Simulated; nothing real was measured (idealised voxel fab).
The following process module bears the name voxel trench capacitor.
The cross-section on display is named cut; it measures 160 nm wide, and its cells are 5 nm squares.
How to read a cross-section here: the picture is a grid of square cells, written as bands going from the top down, and any band can span one or more rows of cells.
What a band's entry tells you: where the top is and where the bottom is, as heights in nm, and after that what lies inside, material by material from left to right, each with its width in nm. Empty space is written as the word "air", and a single material marked with the word "everywhere" occupies the band from edge to edge.
Heights are expressed relative to 0, this being the level below which the as-received wafer comprises one material exclusively. The lowest band is unbounded in the downward direction and is denoted as in "z 0 and below".
When a width is written as two numbers, as in "30 to 40", the first number is the width in the top row of cells of the band and the second is the width in its bottom row, and the width changes by the same amount from each row to the next.
Take "no change occurred" at face value: in the step it is given for, the cross-section changed in none of its cells.
Look at "Enclosed internal voids" for the closed voids: empty spaces with no open path to the top, sized 8 cells or up. Each is width x height at distance, distance from the left edge, all nm.
after a step's settings: what the simulator itself notes on the step
Regarding "overlay nm": on a step with a mask, it is the distance the mask lay to the right of its planned place; a negative value places it to the left.
STEPS IN THE PROCESS PLAN
- 1: RECEIVE, material Si
- 2: CONFORMAL_DEP, material SiN, thk nm 5
- 3: DIRECTIONAL_DEP, material aC, thk nm 15
- 4: PATTERN, tone open, mask id TRENCH, material resist, width nm 20, pitch nm 40, thk nm 35, overlay nm 0
- 5: DIRECTIONAL_ETCH, etch materials aC, depth nm 15
- 6: STRIP, etch materials resist
- 7: DIRECTIONAL_ETCH, etch materials SiN, depth nm 5
- 8: DIRECTIONAL_ETCH, etch materials Si, depth nm 30
- 9: STRIP, etch materials aC
- 10: CONFORMAL_DEP, material SiO2, thk nm 5
- 11: FILL_DEP, material polySi, thk nm 10
- 12: CMP, height nm 5
FIRST OF TWO WAFERS, PROCESSED ACCORDING TO PLAN
HERE'S WHAT THE WAFER LOOKED LIKE IN CROSS-SECTION WHEN IT ARRIVED - THAT'S AFTER STEP 1
* z 0 and below  Si everywhere
* Enclosed internal voids: none
HOW THE WAFER STANDS IN SECTION AFTER STEP 2
* z 5 to 0  SiN everywhere
* Everything below 0 is unchanged.
HOW THE WAFER STANDS IN SECTION AFTER STEP 3
* z 20 to 5  aC everywhere
* Everything below 5 is unchanged.
HOW THE WAFER STANDS IN SECTION AFTER STEP 4
* z 55 to 20  30 nm resist; 20 nm air; 20 nm resist; 20 nm air; 20 nm resist; 20 nm air; 30 nm resist
* Everything below 20 is unchanged.
HOW THE WAFER STANDS IN SECTION AFTER STEP 5
* z 40 to 20  30 nm resist; 20 nm air; 20 nm resist; 20 nm air; 20 nm resist; 20 nm air; 30 nm resist
* z 20 to 5  30 nm aC; 20 nm air; 20 nm aC; 20 nm air; 20 nm aC; 20 nm air; 30 nm aC
* Everything below 5 is unchanged.
HOW THE WAFER STANDS IN SECTION AFTER STEP 6
* z 20 to 5  30 nm aC; 20 nm air; 20 nm aC; 20 nm air; 20 nm aC; 20 nm air; 30 nm aC
* Everything below 5 is unchanged.
HOW THE WAFER STANDS IN SECTION AFTER STEP 7
* z 20 to 5  30 nm aC; 20 nm air; 20 nm aC; 20 nm air; 20 nm aC; 20 nm air; 30 nm aC
* z 5 to 0  30 nm SiN; 20 nm air; 20 nm SiN; 20 nm air; 20 nm SiN; 20 nm air; 30 nm SiN
* Everything below 0 is unchanged.
HOW THE WAFER STANDS IN SECTION AFTER STEP 8
* z 20 to 5  30 nm aC; 20 nm air; 20 nm aC; 20 nm air; 20 nm aC; 20 nm air; 30 nm aC
* z 5 to 0  30 nm SiN; 20 nm air; 20 nm SiN; 20 nm air; 20 nm SiN; 20 nm air; 30 nm SiN
* z 0 to -30  30 nm Si; 20 nm air; 20 nm Si; 20 nm air; 20 nm Si; 20 nm air; 30 nm Si
* Everything below -30 is unchanged.
HOW THE WAFER STANDS IN SECTION AFTER STEP 9
* z 5 to 0  30 nm SiN; 20 nm air; 20 nm SiN; 20 nm air; 20 nm SiN; 20 nm air; 30 nm SiN
* Everything below 0 is unchanged.
HOW THE WAFER STANDS IN SECTION AFTER STEP 10
* z 10 to 5  35 nm SiO2; 10 nm air; 30 nm SiO2; 10 nm air; 30 nm SiO2; 10 nm air; 35 nm SiO2
* z 5 to 0  30 nm SiN; 5 nm SiO2; 10 nm air; 5 nm SiO2; 20 nm SiN; 5 nm SiO2; 10 nm air; 5 nm SiO2; 20 nm SiN; 5 nm SiO2; 10 nm air; 5 nm SiO2; 30 nm SiN
* z 0 to -25  30 nm Si; 5 nm SiO2; 10 nm air; 5 nm SiO2; 20 nm Si; 5 nm SiO2; 10 nm air; 5 nm SiO2; 20 nm Si; 5 nm SiO2; 10 nm air; 5 nm SiO2; 30 nm Si
* z -25 to -30  30 nm Si; 20 nm SiO2; 20 nm Si; 20 nm SiO2; 20 nm Si; 20 nm SiO2; 30 nm Si
* Everything below -30 is unchanged.
HOW THE WAFER STANDS IN SECTION AFTER STEP 11
* z 20 to 10  polySi everywhere
* z 10 to 5  35 nm SiO2; 10 nm polySi; 30 nm SiO2; 10 nm polySi; 30 nm SiO2; 10 nm polySi; 35 nm SiO2
* z 5 to 0  30 nm SiN; 5 nm SiO2; 10 nm polySi; 5 nm SiO2; 20 nm SiN; 5 nm SiO2; 10 nm polySi; 5 nm SiO2; 20 nm SiN; 5 nm SiO2; 10 nm polySi; 5 nm SiO2; 30 nm SiN
* z 0 to -25  30 nm Si; 5 nm SiO2; 10 nm polySi; 5 nm SiO2; 20 nm Si; 5 nm SiO2; 10 nm polySi; 5 nm SiO2; 20 nm Si; 5 nm SiO2; 10 nm polySi; 5 nm SiO2; 30 nm Si
* Everything below -25 is unchanged.
HOW THE WAFER STANDS IN SECTION AFTER STEP 12
* z 5 to 0  30 nm SiN; 5 nm SiO2; 10 nm polySi; 5 nm SiO2; 20 nm SiN; 5 nm SiO2; 10 nm polySi; 5 nm SiO2; 20 nm SiN; 5 nm SiO2; 10 nm polySi; 5 nm SiO2; 30 nm SiN
* Everything below 0 is unchanged.
WAFER TWO. IDENTICAL START, IDENTICAL PLAN. ONE MISTAKE IN EXECUTION. IDENTICAL HISTORY THROUGH STEP 5
CROSS-SECTIONAL REPRESENTATION OF THE SECOND WAFER AT THE TIME DESIGNATED IN THE PLAN FOR THE COMPLETION OF STEP 6
* z 40 to 20  30 nm resist; 20 nm air; 20 nm resist; 20 nm air; 20 nm resist; 20 nm air; 30 nm resist
* z 20 to 5  30 nm aC; 20 nm air; 20 nm aC; 20 nm air; 20 nm aC; 20 nm air; 30 nm aC
* z 5 to 0  30 nm SiN; 20 nm air; 20 nm SiN; 20 nm air; 20 nm SiN; 20 nm air; 30 nm SiN
* Everything below 0 is unchanged.
CROSS-SECTIONAL REPRESENTATION OF THE SECOND WAFER AT THE TIME DESIGNATED IN THE PLAN FOR THE COMPLETION OF STEP 7
* z 20 to 5  30 nm aC; 20 nm air; 20 nm aC; 20 nm air; 20 nm aC; 20 nm air; 30 nm aC
* Everything below 5 is unchanged.
CROSS-SECTIONAL REPRESENTATION OF THE SECOND WAFER AT THE TIME DESIGNATED IN THE PLAN FOR THE COMPLETION OF STEP 8
* z 20 to 5  30 nm aC; 20 nm air; 20 nm aC; 20 nm air; 20 nm aC; 20 nm air; 30 nm aC
* z 5 to 0  30 nm SiN; 20 nm air; 20 nm SiN; 20 nm air; 20 nm SiN; 20 nm air; 30 nm SiN
* z 0 to -30  30 nm Si; 20 nm air; 20 nm Si; 20 nm air; 20 nm Si; 20 nm air; 30 nm Si
* Everything below -30 is unchanged.
CROSS-SECTIONAL REPRESENTATION OF THE SECOND WAFER AT THE TIME DESIGNATED IN THE PLAN FOR THE COMPLETION OF STEP 9
* z 5 to 0  30 nm SiN; 20 nm air; 20 nm SiN; 20 nm air; 20 nm SiN; 20 nm air; 30 nm SiN
* Everything below 0 is unchanged.
CROSS-SECTIONAL REPRESENTATION OF THE SECOND WAFER AT THE TIME DESIGNATED IN THE PLAN FOR THE COMPLETION OF STEP 10
* z 10 to 5  35 nm SiO2; 10 nm air; 30 nm SiO2; 10 nm air; 30 nm SiO2; 10 nm air; 35 nm SiO2
* z 5 to 0  30 nm SiN; 5 nm SiO2; 10 nm air; 5 nm SiO2; 20 nm SiN; 5 nm SiO2; 10 nm air; 5 nm SiO2; 20 nm SiN; 5 nm SiO2; 10 nm air; 5 nm SiO2; 30 nm SiN
* z 0 to -25  30 nm Si; 5 nm SiO2; 10 nm air; 5 nm SiO2; 20 nm Si; 5 nm SiO2; 10 nm air; 5 nm SiO2; 20 nm Si; 5 nm SiO2; 10 nm air; 5 nm SiO2; 30 nm Si
* z -25 to -30  30 nm Si; 20 nm SiO2; 20 nm Si; 20 nm SiO2; 20 nm Si; 20 nm SiO2; 30 nm Si
* Everything below -30 is unchanged.
CROSS-SECTIONAL REPRESENTATION OF THE SECOND WAFER AT THE TIME DESIGNATED IN THE PLAN FOR THE COMPLETION OF STEP 11
* z 20 to 10  polySi everywhere
* z 10 to 5  35 nm SiO2; 10 nm polySi; 30 nm SiO2; 10 nm polySi; 30 nm SiO2; 10 nm polySi; 35 nm SiO2
* z 5 to 0  30 nm SiN; 5 nm SiO2; 10 nm polySi; 5 nm SiO2; 20 nm SiN; 5 nm SiO2; 10 nm polySi; 5 nm SiO2; 20 nm SiN; 5 nm SiO2; 10 nm polySi; 5 nm SiO2; 30 nm SiN
* z 0 to -25  30 nm Si; 5 nm SiO2; 10 nm polySi; 5 nm SiO2; 20 nm Si; 5 nm SiO2; 10 nm polySi; 5 nm SiO2; 20 nm Si; 5 nm SiO2; 10 nm polySi; 5 nm SiO2; 30 nm Si
* Everything below -25 is unchanged.
CROSS-SECTIONAL REPRESENTATION OF THE SECOND WAFER AT THE TIME DESIGNATED IN THE PLAN FOR THE COMPLETION OF STEP 12
* z 5 to 0  30 nm SiN; 5 nm SiO2; 10 nm polySi; 5 nm SiO2; 20 nm SiN; 5 nm SiO2; 10 nm polySi; 5 nm SiO2; 20 nm SiN; 5 nm SiO2; 10 nm polySi; 5 nm SiO2; 30 nm SiN
* Everything below 0 is unchanged.
It is concluded that the wafer was processed incorrectly with respect to the plan, in that steps 6 and 7: order swapped relative to plan
If you compare the two wafers at the end, their cross-sections are the same, so as far as this model is concerned the mistake changes nothing.
